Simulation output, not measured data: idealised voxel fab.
Name of the process module below: voxel fin reveal
The width of the displayed cross-section, cut, is 225 nm; its cells are square, with a size of 5 nm.
Cross-section, as written here: a square-cell grid given band by band from the top down, where a band holds one or more rows of cells. Heads up on the band format: heights come first, top then bottom, in nm. After that it's the materials left to right, each with its width in nm. A single material flagged "full width" fills the whole band edge to edge, and "air" means there's empty space there. Counting heights begins at 0, where everything beneath is, in the wafer as received, one material. The lowest band has no bottom; it goes on downwards, as "0..down" shows. A two-number width, for instance "30..40", indicates that the width is equal to the first number in the top row of the band and to the second number in the bottom row, and that it changes by a constant amount per row of cells. "everything unchanged" for a step: no cell of the cross-section changed in that step. Voids not open to the top, 8 cells minimum: see "Enclosed void listing". Written width x height at distance; distance is from the left edge; nm. What comes after the settings on a step's line is commentary from the simulator itself on that step. A step's line can hold "overlay nm"; with a mask on that step, the setting says how far right of the planned place the mask lay, while a negative setting says it lay to the left.
plan:
| 1 | op RECEIVE | material Si |
| 2 | op CONFORMAL_DEP | material SiN | thk nm 5 |
| 3 | op MASKED_ETCH | tone cover | mask id FINS | width nm 15 | pitch nm 35 | etch materials SiN | depth nm 5 | overlay nm -15 |
| 4 | op MASKED_ETCH | tone cover | mask id FINS | width nm 15 | pitch nm 35 | etch materials Si | depth nm 35 | overlay nm 0 |
| 5 | op FILL_DEP | material SiO2 | thk nm 5 |
| 6 | op CMP | height nm 5 |
| 7 | op SELECTIVE_ETCH | etch materials SiO2 | depth nm 30 |
| 8 | op STRIP | etch materials SiN |
| 9 | op CONFORMAL_DEP | material SiO2 | thk nm 5 |
For clarity, it should be stated that the wafers under discussion commence in an identical condition and differ with respect to the overlay nm of step 3, the plan indicating the value that the first wafer had.
First wafer of several, as received: cross-section after step 1:
- 0..down  Si full width
- Enclosed void listing: none
The first of several wafers, seen in cross-section after the module's last step, step 9:
- 5..0  air 50 nm; SiO2 110 nm; air 65 nm
- 0..-20  air 50 nm; SiO2 5 nm; Si 30 nm; SiO2 5 nm; Si 30 nm; SiO2 5 nm; Si 30 nm; SiO2 5 nm; air 65 nm
- -20..-35  SiO2 55 nm; Si 30 nm; SiO2 5 nm; Si 30 nm; SiO2 5 nm; Si 30 nm; SiO2 70 nm
- -35..down  Si full width
- Enclosed void listing: none
A cross-section through the last wafer at the close of the module:
- 5..0  air 65 nm; SiO2 110 nm; air 50 nm
- 0..-20  air 65 nm; SiO2 5 nm; Si 30 nm; SiO2 5 nm; Si 30 nm; SiO2 5 nm; Si 30 nm; SiO2 5 nm; air 50 nm
- -20..-35  SiO2 70 nm; Si 30 nm; SiO2 5 nm; Si 30 nm; SiO2 5 nm; Si 30 nm; SiO2 55 nm
- -35..down  Si full width
- Enclosed void listing: none
Below is a per-wafer table. In it, each row describes the wafer at the end of the module by giving, for each material, the number of cells gained (+) or lost (-) since the wafer was received, and after that the closed voids of the wafer:
overlay nm -15, -189 Si, +119 SiO2, Enclosed void listing: none
overlay nm -10, -210 Si, +135 SiO2, Enclosed void listing: none
overlay nm -5, -231 Si, +141 SiO2, Enclosed void listing: none
overlay nm 0, -252 Si, +147 SiO2, Enclosed void listing: none
overlay nm 5, -231 Si, +141 SiO2, Enclosed void listing: none
overlay nm 10, -210 Si, +135 SiO2, Enclosed void listing: none
overlay nm 15, -189 Si, +119 SiO2, Enclosed void listing: none
